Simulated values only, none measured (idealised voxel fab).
Process module in this document: voxel self aligned contacts
It is cross-section cut that appears here, measuring 195 nm in width, its square cells being 5 nm in size.
Format of a cross-section: grid, square cells. Given as bands. Order: top down. Band: one or more rows of cells. Per band: top height and bottom height in nm, followed by the left-to-right materials and their widths in nm; "edge to edge" marks a single material spanning edge to edge, "empty" marks empty space. Note: height 0 marks the level under which the wafer is uniformly one material as received. Lowest band unbounded below, written "z 0 and below". You'd read "30 to 40" like this: the band's top row of cells is as wide as the first number, its bottom row is as wide as the second, and going down, every row changes width by the same amount as the row before did. No cell of the cross-section changed in a step that is given as "remained unchanged". In the "Fully sealed voids" entry, you get each enclosed empty space of 8 cells or more, one with no open way to the top, written width x height at distance, distance from the left edge, in nm. Anything after a step's settings on that line? It's the simulator's own note about the step. "overlay nm" answers the question of how far to the right of plan the mask lay on a step that has a mask, and when it is negative the answer is to the left.
## Below is the list of planned process steps
- 1: op RECEIVE | material Si
- 2: op OXIDIZE | depth nm 5
- 3: op DIRECTIONAL_DEP | material polySi | thk nm 20
- 4: op DIRECTIONAL_DEP | material SiN | thk nm 20
- 5: op DIRECTIONAL_DEP | material aC | thk nm 15
- 6: op PATTERN | tone cover | mask id GATE | material resist | width nm 25 | pitch nm 65 | thk nm 30 | overlay nm -5
- 7: op DIRECTIONAL_ETCH | etch materials aC | depth nm 15
- 8: op STRIP | etch materials resist
- 9: op DIRECTIONAL_ETCH | etch materials SiN | depth nm 20
- 10: op DIRECTIONAL_ETCH | etch materials polySi | depth nm 20
- 11: op STRIP | etch materials aC
- 12: op CONFORMAL_DEP | material SiN | thk nm 10
- 13: op DIRECTIONAL_ETCH | etch materials SiN | depth nm 10
- 14: op FILL_DEP | material SiO2 | thk nm 20
- 15: op CMP | height nm 50
- 16: op PATTERN | tone open | mask id CONTACT | material resist | width nm 50 | pitch nm 65 | thk nm 20 | overlay nm 0
- 17: op DIRECTIONAL_ETCH | etch materials SiO2 | depth nm 55
- 18: op STRIP | etch materials resist
- 19: op CONFORMAL_DEP | material TiN | thk nm 5
- 20: op FILL_DEP | material Ru | thk nm 5
- 21: op CMP | height nm 50
- 22: op CONFORMAL_DEP | material SiCN | thk nm 5
Among the wafers covered here, the point of difference is the overlay nm at step 6; their starting state is shared, and the plan presents the value of the first wafer.
## Cross-section of the first of several wafers as received (after step 1)
z 0 and below: Si edge to edge
Fully sealed voids: none
## What follows is a table in which each wafer occupies a row; for the wafer as it stands at the close of the module, the row states, material by material, how many cells have been gained (+) or lost (-) since receipt, and then gives its closed voids
overlay nm -5 | +52 Ru | -39 Si | +39 SiCN | +156 SiN | +101 SiO2 | +60 TiN | +60 polySi | Fully sealed voids: none
overlay nm 0 | +52 Ru | -39 Si | +39 SiCN | +156 SiN | +101 SiO2 | +60 TiN | +60 polySi | Fully sealed voids: none
overlay nm 5 | +52 Ru | -39 Si | +39 SiCN | +156 SiN | +101 SiO2 | +60 TiN | +60 polySi | Fully sealed voids: none
